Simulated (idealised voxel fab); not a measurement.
The name of this process module is voxel ribs on slabs.
For reference, the cross-section in this document is cut, with width 265 nm and square cells of 5 nm.
Format of a cross-section: grid, square cells. Given as bands. Order: top down. Band: one or more rows of cells. Top, bottom (nm), then materials left to right with widths (nm); lone material tagged "all across" fills the whole band edge to edge; "empty" = empty space. Ref level 0: as-received wafer is one material below here. Bottom band extends down with no lower bound ("0 nm and below"). Width "30..40": first value at the band's top row of cells, second value at its bottom row, equal change from row to row. The designation "everything unchanged", where it is given for a processing step, indicates that no cell of the cross-section was altered in the course of that step. If an empty space has no open way to the top and is at least 8 cells in size, "Closed void roster" lists it, written width x height at distance, where distance is measured from the left edge and every value is in nm. That trailing text on a step's line, after the settings, is the simulator's own remark on the step. overlay nm: mask offset rightward from planned place, masked step; negative means leftward offset.
Steps planned for the process:
step 1: op RECEIVE | material Si
step 2: op DIRECTIONAL_DEP | material SiO2 | thk nm 30
step 3: op DIRECTIONAL_DEP | material polySi | thk nm 20
step 4: op DIRECTIONAL_DEP | material aC | thk nm 10
step 5: op PATTERN | tone cover | mask id RIB | material resist | width nm 25 | thk nm 25 | overlay nm 0
step 6: op DIRECTIONAL_ETCH | etch materials aC | depth nm 10
step 7: op STRIP | etch materials resist
step 8: op DIRECTIONAL_ETCH | etch materials polySi | depth nm 10
step 9: op STRIP | etch materials aC
step 10: op MASKED_ETCH | tone cover | mask id SLAB | width nm 85 | etch materials polySi | depth nm 10 | overlay nm 0
step 11: op FILL_DEP | material SiO2 | thk nm 30
step 12: op CMP | height nm 70
step 13: op DIRECTIONAL_DEP | material TiN | thk nm 5
step 14: op DIRECTIONAL_DEP | material aC | thk nm 10
step 15: op PATTERN | tone cover | mask id HEATER | material resist | width nm 35 | thk nm 30 | overlay nm 0
step 16: op DIRECTIONAL_ETCH | etch materials aC | depth nm 10
step 17: op STRIP | etch materials resist
step 18: op DIRECTIONAL_ETCH | etch materials TiN | depth nm 5
step 19: op STRIP | etch materials aC
step 20: op CONFORMAL_DEP | material SiN | thk nm 5
Cross-section of the wafer at receipt, which is the condition after step 1:
    0 nm and below = Si all across
    Closed void roster: none
Run as planned - first of the two wafers cross-sectioned at the end of the module:
    80 nm to 75 nm = empty: 110 / SiN: 45 / empty: 110
    75 nm to 70 nm = SiN: 115 / TiN: 35 / SiN: 115
    70 nm to 50 nm = SiO2 all across
    50 nm to 40 nm = SiO2: 120 / polySi: 25 / SiO2: 120
    40 nm to 30 nm = SiO2: 90 / polySi: 85 / SiO2: 90
    30 nm to 0 nm = SiO2 all across
    0 nm and below = Si all across
    Closed void roster: none
This is the second of the two wafers, cross-sectioned at the end of the module; it started exactly like the first and was given the same plan, but it was run with one mistake:
    80 nm to 75 nm = empty: 110 / SiN: 45 / empty: 110
    75 nm to 70 nm = SiN: 115 / TiN: 35 / SiN: 115
    70 nm to 50 nm = SiO2 all across
    50 nm to 40 nm = SiO2: 120 / polySi: 25 / SiO2: 120
    40 nm to 30 nm = SiO2: 95 / polySi: 75 / SiO2: 95
    30 nm to 0 nm = SiO2 all across
    0 nm and below = Si all across
    Closed void roster: none
What went wrong in running the wafer? note that step 10 departed from the planned setting and was carried out as op MASKED_ETCH | tone cover | mask id SLAB | width nm 75 | etch materials polySi | depth nm 10 | overlay nm 0
Count the cells at the end and the second wafer has more or fewer of some materials than the first: +4 SiO2, -4 polySi
